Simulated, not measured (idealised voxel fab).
Process module in this document: voxel self aligned vias
The figure presents cross-section cut, which has a width of 280 nm and is divided into square cells with an edge length of 5 nm.
Cross-section, as written here: a square-cell grid given band by band from the top down, where a band holds one or more rows of cells. This entry defines a band. It first specifies the height of the band's top and the height of its bottom in nm, and then specifies the band's materials from left to right, stating each material with its width in nm. The word "all across" identifies a single material that fills the band from edge to edge, while the word "blank" identifies empty space. Below 0: as-received wafer, all one material; heights counted from there. Lowest band: no bottom, goes on down, written "z 0 and below". It should be noted that a width expressed as "30 to 40" varies in equal increments from row to row of cells within the band, taking the value of the first number at the top row and that of the second number at the bottom row. Any step labelled "remains unaltered" changed none of the cells in the cross-section. Any empty space of 8 cells or more lacking an open way to the top shows up in "Sealed internal voids" as width x height at distance, distance from the left edge, in nm. The remark found on a step's line after its settings is issued by the simulator itself and pertains to that step. A step line may carry the setting "overlay nm", which, for steps involving a mask, states the distance by which the mask lay to the right of its intended position; negative values denote displacement to the left.
HERE'S WHAT THE PLANNED PROCESS STEPS LOOK LIKE
1: RECEIVE, material Si
2: CONFORMAL_DEP, material SiO2, thk nm 10
3: CONFORMAL_DEP, material SiCN, thk nm 5
4: DIRECTIONAL_DEP, material lowk, thk nm 25
5: MASKED_ETCH, tone open, mask id LINES, width nm 20, pitch nm 50, etch materials lowk, depth nm 25, overlay nm 0
6: CONFORMAL_DEP, material TiN, thk nm 5
7: FILL_DEP, material Ru, thk nm 10
8: CMP, height nm 40
9: SELECTIVE_ETCH, etch materials W Ru TiN, depth nm 5
10: FILL_DEP, material SiN, thk nm 5
11: CMP, height nm 40
12: DIRECTIONAL_DEP, material lowk, thk nm 20
13: DIRECTIONAL_DEP, material aC, thk nm 15
14: PATTERN, tone open, mask id VIAS, material resist, width nm 30, pitch nm 100, thk nm 30, overlay nm 0
15: DIRECTIONAL_ETCH, etch materials aC, depth nm 15
16: STRIP, etch materials resist
17: DIRECTIONAL_ETCH, etch materials lowk, depth nm 20
18: DIRECTIONAL_ETCH, etch materials SiN, depth nm 5
19: STRIP, etch materials aC
20: CONFORMAL_DEP, material TiN, thk nm 5
21: FILL_DEP, material Ru, thk nm 5
22: CMP, height nm 60
23: CONFORMAL_DEP, material SiN, thk nm 5
CROSS-SECTION OF THE INCOMING WAFER, STATE AFTER STEP 1
* z 0 and below  Si all across
* Sealed internal voids: none
RESULT OF THE MODULE, CROSS-SECTIONED: START PER ABOVE, PLAN PER ABOVE, ONE ERROR IN HOW IT WAS RUN
* z 65 to 60  SiN all across
* z 60 to 40  lowk 75, then TiN 5, then Ru 20, then TiN 5, then lowk 70, then TiN 5, then Ru 20, then TiN 5, then lowk 75
* z 40 to 35  SiN 75, then TiN 30, then SiN 70, then TiN 30, then SiN 75
* z 35 to 30  TiN 85, then Ru 10, then TiN 40, then Ru 10, then TiN 40, then Ru 10, then TiN 85
* z 30 to 10  lowk 80, then TiN 5, then Ru 10, then TiN 5, then lowk 30, then TiN 5, then Ru 10, then TiN 5, then lowk 30, then TiN 5, then Ru 10, then TiN 5, then lowk 80
* z 10 to 5  lowk 80, then TiN 20, then lowk 30, then TiN 20, then lowk 30, then TiN 20, then lowk 80
* z 5 to 0  SiCN all across
* z 0 and below  Si all across
* Sealed internal voids: none
It is concluded that the wafer was processed incorrectly with respect to the plan, in that step 2 was left out
